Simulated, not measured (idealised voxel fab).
The process module that follows is named voxel wiring stack.
Displayed cross-section: cut, width of 200 nm, square cells sized 5 nm.
Just so we're on the same page, the cross-sections are grids of square cells, and they're listed out in bands top to bottom, each band one or more rows deep. For a band, the entry starts with two heights in nm, that of the top and then that of the bottom, and carries on with the band's materials in order from left to right, each alongside its width in nm; the word "all across" beside a single material means it fills the band edge to edge, and "empty" means empty space. A quick word on heights: they are counted from 0, and under that level the wafer as it came to us is one material throughout. The lowest band is different from the rest in having no bottom; it simply continues downward, written as in "z 0 and below". Read "30 to 40" as a graded width: first number on top, second number at the bottom, same change between each pair of neighbouring rows. "nothing changed" after a step means that no cell of the cross-section changed. You'll see "Enclosed internal cavities" listing empty spaces that have no way open to the top, as long as they're 8 cells or more; the notation is width x height at distance, where the distance is from the left edge, and all of it is in nm. Whatever follows a step's settings on its line is a remark the simulator itself makes about that step. When a step includes a mask, the "overlay nm" setting on its line states how far to the right of its planned place that mask lay, and negative values state how far to the left.
# List of planned process steps
step 1: RECEIVE with material Si
step 2: CONFORMAL_DEP with material SiO2, thk nm 10
step 3: DIRECTIONAL_DEP with material TiN, thk nm 5
step 4: DIRECTIONAL_DEP with material W, thk nm 15
step 5: DIRECTIONAL_DEP with material aC, thk nm 10
step 6: PATTERN with tone cover, mask id METAL_1, material resist, width nm 30, pitch nm 60, thk nm 25, overlay nm 0
step 7: DIRECTIONAL_ETCH with etch materials aC, depth nm 10
step 8: STRIP with etch materials resist
step 9: DIRECTIONAL_ETCH with etch materials W, depth nm 15
step 10: DIRECTIONAL_ETCH with etch materials TiN, depth nm 5
step 11: STRIP with etch materials aC
step 12: FILL_DEP with material lowk, thk nm 10
step 13: CMP with height nm 30
step 14: CONFORMAL_DEP with material SiCN, thk nm 5
step 15: DIRECTIONAL_DEP with material SiO2, thk nm 30
step 16: MASKED_ETCH with tone open, mask id METAL_2_HOLES, width nm 15, pitch nm 120, etch materials SiO2, depth nm 30, overlay nm 0
step 17: MASKED_ETCH with tone open, mask id METAL_2, width nm 30, pitch nm 60, etch materials SiO2, depth nm 15, overlay nm 0
step 18: MASKED_ETCH with tone open, mask id METAL_2, width nm 30, pitch nm 60, etch materials SiCN, depth nm 5, overlay nm 0
step 19: CONFORMAL_DEP with material TiN, thk nm 5
step 20: FILL_DEP with material Ru, thk nm 5
step 21: CMP with height nm 65
step 22: CONFORMAL_DEP with material SiCN, thk nm 5
step 23: DIRECTIONAL_DEP with material SiO2, thk nm 15
step 24: MASKED_ETCH with tone open, mask id PLUG_2, width nm 15, pitch nm 60, etch materials SiO2, depth nm 15, overlay nm 0
step 25: MASKED_ETCH with tone open, mask id PLUG_2, width nm 15, pitch nm 60, etch materials SiCN, depth nm 5, overlay nm 0
step 26: EPI with material Ru, thk nm 10
step 27: EPI with material Ru, thk nm 10
step 28: CONFORMAL_DEP with material SiN, thk nm 5
step 29: DIRECTIONAL_DEP with material SiO2, thk nm 25
step 30: PATTERN with tone open, mask id METAL_3, material resist, width nm 30, pitch nm 60, thk nm 20, overlay nm 0
step 31: DIRECTIONAL_ETCH with etch materials SiO2, depth nm 25
step 32: DIRECTIONAL_ETCH with etch materials SiN, depth nm 5
step 33: STRIP with etch materials resist
step 34: CONFORMAL_DEP with material TiN, thk nm 5
step 35: FILL_DEP with material Ru, thk nm 5
step 36: CMP with height nm 115
step 37: CONFORMAL_DEP with material SiN, thk nm 5
# Cross-section of the wafer upon arrival, representing the state reached after step 1
	z 0 and below | Si all across
	Enclosed internal cavities: none
# Figure: cross-sectional view of the wafer upon completion of the module, processed from the initial state and according to the plan depicted above, with one error introduced during execution
	z 120 to 115 | SiN all across
	z 115 to 100 | 25 nm SiO2 / 5 nm TiN / 20 nm Ru / 5 nm TiN / 30 nm SiO2 / 5 nm TiN / 20 nm Ru / 5 nm TiN / 30 nm SiO2 / 5 nm TiN / 20 nm Ru / 5 nm TiN / 25 nm SiO2
	z 100 to 95 | 10 nm SiO2 / 15 nm SiN / 30 nm TiN / 15 nm SiO2 / 15 nm SiN / 30 nm TiN / 15 nm SiO2 / 15 nm SiN / 30 nm TiN / 25 nm SiO2
	z 95 to 90 | 10 nm SiO2 / 5 nm SiN / 35 nm Ru / 5 nm SiN / 15 nm SiO2 / 5 nm SiN / 35 nm Ru / 5 nm SiN / 15 nm SiO2 / 5 nm SiN / 35 nm Ru / 5 nm SiN / 25 nm SiO2
	z 90 to 85 | 15 nm SiN / 35 nm Ru / 25 nm SiN / 35 nm Ru / 25 nm SiN / 35 nm Ru / 30 nm SiN
	z 85 to 70 | 25 nm SiO2 / 15 nm Ru / 45 nm SiO2 / 15 nm Ru / 45 nm SiO2 / 15 nm Ru / 40 nm SiO2
	z 70 to 65 | 25 nm SiCN / 15 nm Ru / 45 nm SiCN / 15 nm Ru / 45 nm SiCN / 15 nm Ru / 40 nm SiCN
	z 65 to 55 | 25 nm SiO2 / 5 nm TiN / 20 nm Ru / 5 nm TiN / 30 nm SiO2 / 5 nm TiN / 20 nm Ru / 5 nm TiN / 30 nm SiO2 / 5 nm TiN / 20 nm Ru / 5 nm TiN / 25 nm SiO2
	z 55 to 50 | 25 nm SiO2 / 5 nm TiN / 5 nm Ru / 20 nm TiN / 30 nm SiO2 / 30 nm TiN / 30 nm SiO2 / 5 nm TiN / 5 nm Ru / 20 nm TiN / 25 nm SiO2
	z 50 to 35 | 25 nm SiO2 / 5 nm TiN / 5 nm Ru / 5 nm TiN / 105 nm SiO2 / 5 nm TiN / 5 nm Ru / 5 nm TiN / 40 nm SiO2
	z 35 to 30 | 25 nm SiCN / 15 nm TiN / 105 nm SiCN / 15 nm TiN / 40 nm SiCN
	z 30 to 15 | 25 nm lowk / 30 nm W / 30 nm lowk / 30 nm W / 30 nm lowk / 30 nm W / 25 nm lowk
	z 15 to 10 | 25 nm lowk / 30 nm TiN / 30 nm lowk / 30 nm TiN / 30 nm lowk / 30 nm TiN / 25 nm lowk
	z 10 to 0 | SiO2 all across
	z 0 and below | Si all across
	Enclosed internal cavities: none
Deviation from plan: one of the identical steps 26 and 27 was executed twice, with no means of telling which
